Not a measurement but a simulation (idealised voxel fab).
Title: Process Module voxel ribs on slabs
Square cells of 5 nm make up the cross-section cut, whose width is 285 nm.
Throughout this document, each cross-section is represented as a grid of square cells and is presented as a sequence of bands enumerated from the top downward, where a band comprises one or more rows of cells. The entry gives the band's vertical extent as a top height and a bottom height in nm, then its horizontal make-up as materials from left to right, each with a width in nm. "air" stands for empty space; a single material marked "throughout" fills the band edge to edge. Heights from 0 (as-received wafer is one material below). Bottom band endless downward, as "0 and below". Graded width ("30..40"): value in top row of band = first number; value in bottom row = second number; row-to-row change constant. "everything unchanged" (step): cross-section cells unchanged, all of them. Any empty space of 8 cells or more lacking an open way to the top shows up in "Closed empty spaces" as width x height at distance, distance from the left edge, in nm. Whatever follows a step's settings on its line is a remark the simulator itself makes about that step. On any step carrying a mask, the "overlay nm" setting, if present on the step's line, tells how far right of its planned place the mask lay; negative values point to the left.

This section lists the process steps that were planned
| 1 | RECEIVE,material Si |
| 2 | DIRECTIONAL_DEP,material SiO2,thk nm 20 |
| 3 | DIRECTIONAL_DEP,material polySi,thk nm 25 |
| 4 | DIRECTIONAL_DEP,material aC,thk nm 15 |
| 5 | PATTERN,tone cover,mask id RIB,material resist,width nm 20,thk nm 35,overlay nm 0 |
| 6 | DIRECTIONAL_ETCH,etch materials aC,depth nm 15 |
| 7 | STRIP,etch materials resist |
| 8 | DIRECTIONAL_ETCH,etch materials polySi,depth nm 20 |
| 9 | STRIP,etch materials aC |
| 10 | MASKED_ETCH,tone cover,mask id SLAB,width nm 60,etch materials polySi,depth nm 5,overlay nm 0 |
| 11 | FILL_DEP,material SiO2,thk nm 25 |
| 12 | CMP,height nm 60 |
| 13 | DIRECTIONAL_DEP,material W,thk nm 10 |
| 14 | DIRECTIONAL_DEP,material aC,thk nm 15 |
| 15 | PATTERN,tone cover,mask id HEATER,material resist,width nm 30,thk nm 35,overlay nm 0 |
| 16 | DIRECTIONAL_ETCH,etch materials aC,depth nm 15 |
| 17 | STRIP,etch materials resist |
| 18 | DIRECTIONAL_ETCH,etch materials W,depth nm 10 |
| 19 | STRIP,etch materials aC |
| 20 | CONFORMAL_DEP,material SiO2,thk nm 10 |

Wafer cross-section on receipt, i.e. after step 1
* 0 and below: Si throughout
* Closed empty spaces: none

The cross-section shown corresponds to the wafer at the conclusion of the module. The initial structure and the process plan are those presented above; however, one mistake occurred in executing the plan
* 80 down to 70: 115 nm air / 50 nm SiO2 / 120 nm air
* 70 down to 60: 125 nm SiO2 / 30 nm W / 130 nm SiO2
* 60 down to 45: SiO2 throughout
* 45 down to 25: 130 nm SiO2 / 25 nm polySi / 130 nm SiO2
* 25 down to 20: 110 nm SiO2 / 60 nm polySi / 115 nm SiO2
* 20 down to 0: SiO2 throughout
* 0 and below: Si throughout
* Closed empty spaces: none
Plan not followed: step 5 changed vs plan, executed as PATTERN,tone cover,mask id RIB,material resist,width nm 25,thk nm 35,overlay nm 0
